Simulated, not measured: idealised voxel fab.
This is a process module. Its name is voxel ribs on slabs.
Xsec cut, 255 nm wide, square cell size 5 nm.
In what follows, cross-sections appear as grids of square cells, described through bands that run from the top down, where every band is one or more rows of cells. The band entry comprises the height of the band's top followed by the height of its bottom, expressed in nm, and subsequently the band's materials from left to right, each stated together with its width in nm. Where a single material is marked with the word "full width", that material fills the band from edge to edge. The word "air" represents empty space. The level at which height equals 0 is the one under which the wafer, as it arrives, is entirely one material. No lower edge exists for the bottom band, which continues downward and is notated as in "0 -> down". The notation "30 to 40" denotes a width that varies across the rows of cells in the band, beginning at the first number in the top row, finishing at the second number in the bottom row, and changing by an identical amount from each row to the next. The cross-section has no changed cell in any step marked "nothing was modified". "Enclosed empty spaces" enumerates empty spaces isolated from the top, with no open way to it, that contain at least 8 cells, giving each as width x height at distance from the left edge, all three in nm. It should be noted that, on the line of a given step, the content following the step's settings is a remark produced by the simulator itself with respect to that step. overlay nm: right-of-plan distance of the mask on a masked step; negative values mean left-of-plan.
HERE'S WHAT THE PLANNED PROCESS STEPS LOOK LIKE
1) op RECEIVE | material Si
2) op DIRECTIONAL_DEP | material SiO2 | thk nm 25
3) op DIRECTIONAL_DEP | material polySi | thk nm 25
4) op MASKED_ETCH | tone cover | mask id RIB | width nm 20 | etch materials polySi | depth nm 5 | overlay nm 0
5) op DIRECTIONAL_DEP | material aC | thk nm 15
6) op PATTERN | tone cover | mask id SLAB | material resist | width nm 70 | thk nm 30 | overlay nm 0
7) op DIRECTIONAL_ETCH | etch materials aC | depth nm 15
8) op STRIP | etch materials resist
9) op DIRECTIONAL_ETCH | etch materials polySi | depth nm 20
10) op STRIP | etch materials aC
11) op FILL_DEP | material SiO2 | thk nm 15
12) op CMP | height nm 60
13) op DIRECTIONAL_DEP | material TiN | thk nm 5
14) op MASKED_ETCH | tone cover | mask id HEATER | width nm 30 | etch materials TiN | depth nm 5 | overlay nm 0
15) op CONFORMAL_DEP | material SiO2 | thk nm 10
FIRST WAFER OUT OF TWO, PROCESSED AS PLANNED
DELIVERED WAFER IN CROSS-SECTION: STATE AFTER STEP 1
> 0 -> down | Si full width
> Enclosed empty spaces: none
CROSS-SECTION: WAFER STATE AFTER STEP 2
> 25 -> 0 | SiO2 full width
> Everything below 0 is unchanged.
CROSS-SECTION: WAFER STATE AFTER STEP 3
> 50 -> 25 | polySi full width
> Everything below 25 is unchanged.
CROSS-SECTION: WAFER STATE AFTER STEP 4
> 50 -> 45 | air=115 | polySi=20 | air=120
> Everything below 45 is unchanged.
CROSS-SECTION: WAFER STATE AFTER STEP 5
> 65 -> 60 | air=115 | aC=20 | air=120
> 60 -> 50 | aC full width
> 50 -> 45 | aC=115 | polySi=20 | aC=120
> Everything below 45 is unchanged.
CROSS-SECTION: WAFER STATE AFTER STEP 6
> 95 -> 65 | air=90 | resist=70 | air=95
> 65 -> 60 | air=90 | resist=25 | aC=20 | resist=25 | air=95
> Everything below 60 is unchanged.
CROSS-SECTION: WAFER STATE AFTER STEP 7
> 80 -> 65 | air=90 | resist=70 | air=95
> 65 -> 60 | air=90 | resist=25 | aC=20 | resist=25 | air=95
> 60 -> 50 | air=90 | aC=70 | air=95
> 50 -> 45 | air=90 | aC=25 | polySi=20 | aC=25 | air=95
> Everything below 45 is unchanged.
CROSS-SECTION: WAFER STATE AFTER STEP 8
> 65 -> 60 | air=115 | aC=20 | air=120
> Everything below 60 is unchanged.
CROSS-SECTION: WAFER STATE AFTER STEP 9
> 65 -> 60 | air=115 | aC=20 | air=120
> 60 -> 50 | air=90 | aC=70 | air=95
> 50 -> 45 | air=90 | aC=25 | polySi=20 | aC=25 | air=95
> 45 -> 25 | air=90 | polySi=70 | air=95
> Everything below 25 is unchanged.
CROSS-SECTION: WAFER STATE AFTER STEP 10
> 50 -> 45 | air=115 | polySi=20 | air=120
> Everything below 45 is unchanged.
CROSS-SECTION: WAFER STATE AFTER STEP 11
> 65 -> 50 | SiO2 full width
> 50 -> 45 | SiO2=115 | polySi=20 | SiO2=120
> 45 -> 25 | SiO2=90 | polySi=70 | SiO2=95
> Everything below 25 is unchanged.
CROSS-SECTION: WAFER STATE AFTER STEP 12
> 60 -> 50 | SiO2 full width
> Everything below 50 is unchanged.
CROSS-SECTION: WAFER STATE AFTER STEP 13
> 65 -> 60 | TiN full width
> Everything below 60 is unchanged.
CROSS-SECTION: WAFER STATE AFTER STEP 14
> 65 -> 60 | air=110 | TiN=30 | air=115
> Everything below 60 is unchanged.
CROSS-SECTION: WAFER STATE AFTER STEP 15
> 75 -> 70 | air=100 | SiO2=50 | air=105
> 70 -> 65 | SiO2 full width
> 65 -> 60 | SiO2=110 | TiN=30 | SiO2=115
> Everything below 60 is unchanged.
NOTES, SECOND WAFER: START = FIRST WAFER'S, PLAN = FIRST WAFER'S, EXECUTION HAD ONE MISTAKE; HISTORY IDENTICAL TO FIRST THROUGH STEP 14
WHEN STEP 15 SHOULD HAVE ENDED
> 75 -> 70 | air=100 | aC=50 | air=105
> 70 -> 65 | aC full width
> 65 -> 60 | aC=110 | TiN=30 | aC=115
> Everything below 60 is unchanged.
Want to know what went wrong? step 15 deviated from plan and actually ran as op CONFORMAL_DEP | material aC | thk nm 10
Final wafer comparison in cells, second versus first, more or fewer per material: SiO2: 106 fewer; aC: 106 more
